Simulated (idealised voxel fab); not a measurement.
Herein follows the process module entitled voxel tone inversion.
215 nm wide, 5 nm square cells: that's cross-section cut.
Reading order for cross-sections: top band down to bottom band. Underlying form: a grid of square cells. Band size: one or more rows of cells.
The entry gives the band's vertical extent as a top height and a bottom height in nm, then its horizontal make-up as materials from left to right, each with a width in nm. "blank" stands for empty space; a single material marked "edge to edge" fills the band edge to edge.
The reference from which all heights are counted is 0, the level beneath which the as-received wafer is entirely one material; the lowest band, having no lower bound, proceeds downward and is written after the example "from 0 down".
You'd read "30..40" like this: the band's top row of cells is as wide as the first number, its bottom row is as wide as the second, and going down, every row changes width by the same amount as the row before did.
When a step is marked "remained the same", none of the cells in the cross-section changed during that step.
Closed empty spaces (no open way to the top) of 8 cells or more are what "Fully sealed voids" lists, each as width x height at distance from the left edge, nm for all three.
Whatever follows a step's settings on its line is a remark the simulator itself makes about that step.
The optional step-line setting "overlay nm" applies to steps with a mask and quantifies how far to the right of its planned location the mask lay, a negative value indicating leftward placement.
Process steps (planned)
- 1: RECEIVE | material Si
- 2: CONFORMAL_DEP | material SiN | thk nm 10
- 3: DIRECTIONAL_DEP | material polySi | thk nm 25
- 4: PATTERN | tone cover | mask id POSTS | material resist | width nm 20 | pitch nm 50 | thk nm 35 | overlay nm 0
- 5: DIRECTIONAL_ETCH | etch materials polySi | depth nm 25
- 6: STRIP | etch materials resist
- 7: FILL_DEP | material lowk | thk nm 5
- 8: CMP | height nm 35
- 9: STRIP | etch materials polySi
- 10: CONFORMAL_DEP | material TiN | thk nm 5
- 11: FILL_DEP | material Ru | thk nm 10
- 12: CMP | height nm 35
- 13: CONFORMAL_DEP | material SiCN | thk nm 5
Wafer as received: cross-section following step 1
from 0 down | Si edge to edge
Fully sealed voids: none
Figure: cross-sectional view of the wafer upon completion of the module, processed from the initial state and according to the plan depicted above, with one error introduced during execution
from 40 to 35 | SiCN edge to edge
from 35 to 15 | lowk: 50, TiN: 5, Ru: 5, TiN: 5, lowk: 35, TiN: 5, Ru: 5, TiN: 5, lowk: 35, TiN: 5, Ru: 5, TiN: 5, lowk: 50
from 15 to 10 | lowk: 50, TiN: 15, lowk: 35, TiN: 15, lowk: 35, TiN: 15, lowk: 50
from 10 to 0 | SiN edge to edge
from 0 down | Si edge to edge
Fully sealed voids: none
What went wrong in running the wafer? step 4 ran with different settings than intended, the actual operation and settings being PATTERN | tone cover | mask id POSTS | material resist | width nm 15 | pitch nm 50 | thk nm 35 | overlay nm 0
